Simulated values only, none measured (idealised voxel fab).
Name of the process module below: voxel fin reveal
It is cross-section cut that appears here, measuring 295 nm in width, its square cells being 5 nm in size.
For the purposes of this document, a cross-section shall be understood as a grid of square cells, specified as bands listed in top-to-bottom order, each band consisting of one or more rows of cells.
The band entry comprises the height of the band's top followed by the height of its bottom, expressed in nm, and subsequently the band's materials from left to right, each stated together with its width in nm. Where a single material is marked with the word "edge to edge", that material fills the band from edge to edge. The word "blank" represents empty space.
Beneath 0, the wafer as received is one material, and that level is where height counting begins. The lowest band goes on downward without a bottom; it is written like "0..down".
Think of "30..40" as a width that walks from the first number to the second as you go down the band, top row to bottom row, taking equal-sized steps from row to row.
What does "remained the same" mean for a step? It means no cell of the cross-section changed in that step.
Empty spaces without an open route to the top, at least 8 cells in extent, make up the entry "Completely sealed voids"; each is given as width x height at distance, where the distance is measured from the left edge, and all are in nm.
Anything after a step's settings on that line? It's the simulator's own note about the step.
overlay nm: for a step with a mask, the amount by which the mask lay right of where it was planned; a negative amount means left of it.

# Planned step list for the process
1. RECEIVE: material Si
2. CONFORMAL_DEP: material SiN, thk nm 5
3. PATTERN: tone cover, mask id FINS, material resist, width nm 15, pitch nm 40, thk nm 15, overlay nm 0
4. DIRECTIONAL_ETCH: etch materials SiN, depth nm 5
5. DIRECTIONAL_ETCH: etch materials Si, depth nm 40
6. STRIP: etch materials resist
7. FILL_DEP: material SiO2, thk nm 5
8. CMP: height nm 5
9. SELECTIVE_ETCH: etch materials SiO2, depth nm 30
10. STRIP: etch materials SiN
11. CONFORMAL_DEP: material SiO2, thk nm 5

# As received (post step 1): cross-section
    0..down | Si edge to edge
    Completely sealed voids: none

# Cross-section: first of two wafers, module finished, run according to plan
    5..0 | 75 blank, then 25 SiO2, then 15 blank, then 25 SiO2, then 15 blank, then 25 SiO2, then 15 blank, then 25 SiO2, then 75 blank
    0..-20 | 75 blank, then 5 SiO2, then 15 Si, then 5 SiO2, then 15 blank, then 5 SiO2, then 15 Si, then 5 SiO2, then 15 blank, then 5 SiO2, then 15 Si, then 5 SiO2, then 15 blank, then 5 SiO2, then 15 Si, then 5 SiO2, then 75 blank
    -20..-40 | 80 SiO2, then 15 Si, then 25 SiO2, then 15 Si, then 25 SiO2, then 15 Si, then 25 SiO2, then 15 Si, then 80 SiO2
    -40..down | Si edge to edge
    Completely sealed voids: none

# End-of-module cross-section of the second wafer: identical starting point and process plan to the first, with one processing mistake
    0..-25 | 80 blank, then 15 Si, then 25 blank, then 15 Si, then 25 blank, then 15 Si, then 25 blank, then 15 Si, then 80 blank
    -25..-40 | 80 SiO2, then 15 Si, then 25 SiO2, then 15 Si, then 25 SiO2, then 15 Si, then 25 SiO2, then 15 Si, then 80 SiO2
    -40..down | Si edge to edge
    Completely sealed voids: none
Diagnosis: it should be noted that step 11 of the plan was omitted and was not performed
The second wafer ends with more or fewer cells of some materials than the first, per final count: SiO2: 99 fewer
